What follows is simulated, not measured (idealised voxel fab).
The following process module bears the name voxel released beams.
The cross-section shown here is cut; it is 255 nm wide and divided into square cells measuring 5 nm on a side.
Notation: cross-section as square-cell grid; stated in bands, top first, going down; one or more cell rows per band. It is stipulated that each band's entry specify, in nanometres, the height of the top of the band and then that of its bottom, followed by the materials of the band in left-to-right sequence, each together with its width in nanometres. A single material marked by the word "edge to edge" is understood to fill the band from edge to edge; the word "blank" is understood to denote empty space. Below 0: as-received wafer, all one material; heights counted from there. Lowest band: no bottom, goes on down, written "0..down". Per-row width for "30..40": begins at first number (top row of band), ends at second number (bottom row), increment between rows held constant. Any step labelled "same as before" changed none of the cells in the cross-section. Voids, sealed: empty space of 8 cells or more with no open way to the top, each as width x height at its distance from the left edge, in nm. Past the settings on a step's line: simulator remark, on that step. overlay nm: on a step with a mask, how far right of its planned place the mask lay; negative means left.

### Process steps foreseen in the plan
1. RECEIVE with material Si
2. CONFORMAL_DEP with material Al2O3, thk nm 5
3. DIRECTIONAL_DEP with material SiO2, thk nm 15
4. MASKED_ETCH with tone open, mask id ANCHOR, width nm 40, etch materials SiO2, depth nm 15, overlay nm 0
5. CONFORMAL_DEP with material polySi, thk nm 15
6. MASKED_ETCH with tone cover, mask id BEAM, width nm 125, etch materials polySi, depth nm 15, overlay nm 0
7. STRIP with etch materials SiO2

### On the first of the two wafers: run conducted according to plan

### This is the cross-section of the wafer as we received it, i.e. after step 1
0..down = Si edge to edge
Voids, sealed: none

### So this is the wafer cross-section right after step 2
5..0 = Al2O3 edge to edge
At heights below 0, the structure remains unaltered.

### So this is the wafer cross-section right after step 3
20..5 = SiO2 edge to edge
At heights below 5, the structure remains unaltered.

### So this is the wafer cross-section right after step 4
20..5 = SiO2 (65), then blank (40), then SiO2 (150)
At heights below 5, the structure remains unaltered.

### So this is the wafer cross-section right after step 5
35..20 = polySi (80), then blank (10), then polySi (165)
20..5 = SiO2 (65), then polySi (40), then SiO2 (150)
At heights below 5, the structure remains unaltered.

### So this is the wafer cross-section right after step 6
35..20 = blank (60), then polySi (20), then blank (10), then polySi (95), then blank (70)
At heights below 20, the structure remains unaltered.

### So this is the wafer cross-section right after step 7
35..20 = blank (60), then polySi (20), then blank (10), then polySi (95), then blank (70)
20..5 = blank (65), then polySi (40), then blank (150)
At heights below 5, the structure remains unaltered.

### Second wafer, same starting conditions and recipe as the first, one mistake in executing it, nothing differs from the first up to and including step 2

What the second wafer looks like in cross-section when step 3 should have wrapped up: same as before

What the second wafer looks like in cross-section when step 4 should have wrapped up: same as before

### What the second wafer looks like in cross-section when step 5 should have wrapped up
20..5 = polySi edge to edge
At heights below 5, the structure remains unaltered.

### What the second wafer looks like in cross-section when step 6 should have wrapped up
20..5 = blank (60), then polySi (125), then blank (70)
At heights below 5, the structure remains unaltered.

What the second wafer looks like in cross-section when step 7 should have wrapped up: same as before
Heads up, the wafer didn't run the way we planned it: execution of step 3 of the plan did not take place, the step having been omitted
End of process, cell counts, second wafer against first, materials with more or fewer: -18 polySi
